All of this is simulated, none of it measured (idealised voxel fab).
Process module heading - voxel local oxidation
The width of the displayed cross-section, cut, is 170 nm; its cells are square, with a size of 5 nm.
Format of a cross-section: grid, square cells. Given as bands. Order: top down. Band: one or more rows of cells. Heights first: top, then bottom, in nm. Then materials, left to right, each with a width in nm. "everywhere" on a single material: fills the band edge to edge. "blank": empty space. A quick word on heights: they are counted from 0, and under that level the wafer as it came to us is one material throughout. The lowest band is different from the rest in having no bottom; it simply continues downward, written as in "0 down". Width "30..40": first value at the band's top row of cells, second value at its bottom row, equal change from row to row. Basically "everything unchanged" means that step didn't change any cell in the cross-section. Each empty space that has no open way to the top and spans at least 8 cells appears under "Sealed internal cavities" as width x height at distance, the distance counted from the left edge, all in nm. Heads up: the bit after the settings on a step's line is the simulator's remark on that step. "overlay nm", when on a step's line for a step with a mask, measures how far to the right of its planned place the mask lay; a negative measure means to the left.

# This section lists the process steps that were planned
1) RECEIVE, material Si
2) CONFORMAL_DEP, material SiO2, thk nm 5
3) CONFORMAL_DEP, material SiN, thk nm 10
4) PATTERN, tone cover, mask id ACTIVE, material resist, width nm 95, thk nm 15, overlay nm 0
5) DIRECTIONAL_ETCH, etch materials SiN, depth nm 10
6) STRIP, etch materials resist
7) SELECTIVE_ETCH, etch materials SiO2, depth nm 5
8) OXIDIZE, depth nm 15
9) STRIP, etch materials SiN

# Shown in cross-section is the wafer as received, that is, as it stands after step 1
* 0 down: Si everywhere
* Sealed internal cavities: none

# Run as planned - first of the two wafers cross-sectioned at the end of the module
* 5 to 0: blank 40 | SiO2 85 | blank 45
* 0 to -15: SiO2 55 | Si 55 | SiO2 60
* -15 down: Si everywhere
* Sealed internal cavities: none

# Second of two wafers, module complete, sectioned: it shares the first wafer's start and plan but was run with one mistake
* 5 to 0: blank 30 | SiO2 85 | blank 55
* 0 to -15: SiO2 45 | Si 55 | SiO2 70
* -15 down: Si everywhere
* Sealed internal cavities: none
Run error: step 4 off recipe, ran as PATTERN, tone cover, mask id ACTIVE, material resist, width nm 95, thk nm 15, overlay nm -10
So at the finish, the second wafer's got exactly as many cells of each material as the first, just not in the same spots.
